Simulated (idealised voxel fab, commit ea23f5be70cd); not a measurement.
The document below concerns the process module designated voxel lift off.
Displayed cross-section: cut, width of 200 nm, square cells sized 5 nm.
Cross-section, as written here: a square-cell grid given band by band from the top down, where a band holds one or more rows of cells.
A band entry consists of two parts. The first gives the height of the band's top and the height of its bottom, in nm. The rest lists the band's materials from left to right, each with its width in nm. A single material labelled with the word "all across" fills the band from edge to edge, and the word "air" marks empty space.
Height datum 0, below which the as-received substrate wafer is one material. Lowest band open at the bottom, running downward: "z 0 and below".
A width such as "30..40" changes by the same amount from each row of cells to the next, from the band's top row to its bottom row.
Where a step carries "everything unchanged", the cross-section came out of it unchanged, cell for cell.
Under "Catalogued sealed voids" you'll find the enclosed gaps, the ones with no way out to the top, that are 8 cells or bigger; each reads width x height at distance, with distance counted from the left edge, everything in nm.
Anything after a step's settings on that line? It's the simulator's own note about the step.
overlay nm: mask right of planned place by this much (step with mask). Neg. = left.

The steps planned for the process are as follows:
step 1: RECEIVE | material Si
step 2: CONFORMAL_DEP | material Al2O3 | thk nm 5
step 3: PATTERN | tone open | mask id LINES | material resist | width nm 20 | pitch nm 45 | thk nm 15 | overlay nm 0
step 4: DIRECTIONAL_DEP | material Ru | thk nm 5
step 5: STRIP | etch materials resist
step 6: CONFORMAL_DEP | material SiO2 | thk nm 5

First wafer of two (run as planned):

Wafer as received: cross-section following step 1:
> z 0 and below | Si all across
> Catalogued sealed voids: none

Cross-section: wafer state after step 2:
> z 5 to 0 | Al2O3 all across
> Below a height of 0, the structure has not been altered.

Cross-section: wafer state after step 3:
> z 20 to 5 | 45 resist / 20 air / 25 resist / 20 air / 25 resist / 20 air / 45 resist
> Below a height of 5, the structure has not been altered.

Cross-section: wafer state after step 4:
> z 25 to 20 | 45 Ru / 20 air / 25 Ru / 20 air / 25 Ru / 20 air / 45 Ru
> z 20 to 10 | 45 resist / 20 air / 25 resist / 20 air / 25 resist / 20 air / 45 resist
> z 10 to 5 | 45 resist / 20 Ru / 25 resist / 20 Ru / 25 resist / 20 Ru / 45 resist
> Below a height of 5, the structure has not been altered.

Cross-section: wafer state after step 5:
> z 10 to 5 | 45 air / 20 Ru / 25 air / 20 Ru / 25 air / 20 Ru / 45 air
> Below a height of 5, the structure has not been altered.

Cross-section: wafer state after step 6:
> z 15 to 10 | 40 air / 30 SiO2 / 15 air / 30 SiO2 / 15 air / 30 SiO2 / 40 air
> z 10 to 5 | 45 SiO2 / 20 Ru / 25 SiO2 / 20 Ru / 25 SiO2 / 20 Ru / 45 SiO2
> Below a height of 5, the structure has not been altered.

Regarding the second of the two wafers: it shared the first wafer's starting condition and process plan, yet one error occurred during its execution. Its history coincides with that of the first wafer up to and including step 2:

The second wafer in cross-section, at the planned close of step 3:
> z 20 to 5 | 50 resist / 15 air / 30 resist / 15 air / 30 resist / 15 air / 45 resist
> Below a height of 5, the structure has not been altered.

The second wafer in cross-section, at the planned close of step 4:
> z 25 to 20 | 50 Ru / 15 air / 30 Ru / 15 air / 30 Ru / 15 air / 45 Ru
> z 20 to 10 | 50 resist / 15 air / 30 resist / 15 air / 30 resist / 15 air / 45 resist
> z 10 to 5 | 50 resist / 15 Ru / 30 resist / 15 Ru / 30 resist / 15 Ru / 45 resist
> Below a height of 5, the structure has not been altered.

The second wafer in cross-section, at the planned close of step 5:
> z 10 to 5 | 50 air / 15 Ru / 30 air / 15 Ru / 30 air / 15 Ru / 45 air
> Below a height of 5, the structure has not been altered.

The second wafer in cross-section, at the planned close of step 6:
> z 15 to 10 | 45 air / 25 SiO2 / 20 air / 25 SiO2 / 20 air / 25 SiO2 / 40 air
> z 10 to 5 | 50 SiO2 / 15 Ru / 30 SiO2 / 15 Ru / 30 SiO2 / 15 Ru / 45 SiO2
> Below a height of 5, the structure has not been altered.
Which mistake was made when the wafer was run? step 3 off recipe, ran as PATTERN | tone open | mask id LINES | material resist | width nm 15 | pitch nm 45 | thk nm 15 | overlay nm 0
The second wafer ends with more or fewer cells of some materials than the first, per final count: -3 Ru
